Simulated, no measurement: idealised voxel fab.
This section sets out a process module, namely voxel fin reveal.
Square cells of 5 nm make up the cross-section cut, whose width is 160 nm.
Notation: cross-section as square-cell grid; stated in bands, top first, going down; one or more cell rows per band. Per band: top height and bottom height in nm, followed by the left-to-right materials and their widths in nm; "all across" marks a single material spanning edge to edge, "air" marks empty space. Where do heights start? At 0: under that level the wafer as delivered is made of one material only. And the lowest band has no floor; it just carries on downward, as in "z 0 and below". The expression "30->40" gives the width at the extremes of the band, the first number at its top row of cells and the second at its bottom row, with the width changing by equal amounts from each row to the next in between. "nothing different" after a step means that no cell of the cross-section changed. Heads up: "Sealed internal voids" only lists the empty pockets with no open path to the top that are 8 cells or more, and it writes them as width x height at distance, distance from the left edge, in nm. On a step's line, text after the settings is the simulator commenting on that step. overlay nm: mask right of planned place by this much (step with mask). Neg. = left.

Plan
| 1 | RECEIVE with material Si |
| 2 | CONFORMAL_DEP with material SiN, thk nm 10 |
| 3 | DIRECTIONAL_DEP with material aC, thk nm 15 |
| 4 | PATTERN with tone cover, mask id FINS, material resist, width nm 15, pitch nm 40, thk nm 35, overlay nm 0 |
| 5 | DIRECTIONAL_ETCH with etch materials aC, depth nm 15 |
| 6 | STRIP with etch materials resist |
| 7 | DIRECTIONAL_ETCH with etch materials SiN, depth nm 10 |
| 8 | DIRECTIONAL_ETCH with etch materials Si, depth nm 30 |
| 9 | STRIP with etch materials aC |
| 10 | FILL_DEP with material SiO2, thk nm 15 |
| 11 | CMP with height nm 0 |
| 12 | SELECTIVE_ETCH with etch materials SiO2, depth nm 25 |
| 13 | STRIP with etch materials SiN |
| 14 | CONFORMAL_DEP with material HfO2, thk nm 5 |
For clarity, it should be stated that the wafers under discussion commence in an identical condition and differ with respect to the height nm of step 11, the plan indicating the value that the first wafer had.

First of several wafers (as received, post step 1), cross-sectional view
> z 0 and below  Si all across
> Sealed internal voids: none

Below is a per-wafer table. In it, each row describes the wafer at the end of the module by giving, for each material, the number of cells gained (+) or lost (-) since the wafer was received, and after that the closed voids of the wafer
height nm 0, +62 HfO2, -138 Si, +23 SiO2, Sealed internal voids: none
height nm 5, +56 HfO2, -138 Si, +46 SiO2, Sealed internal voids: none
height nm 10, +50 HfO2, -138 Si, +69 SiO2, Sealed internal voids: none
height nm 15, +44 HfO2, -138 Si, +92 SiO2, Sealed internal voids: none
height nm 20, +38 HfO2, -138 Si, +115 SiO2, Sealed internal voids: none
height nm 25, +32 HfO2, -138 Si, +138 SiO2, Sealed internal voids: none
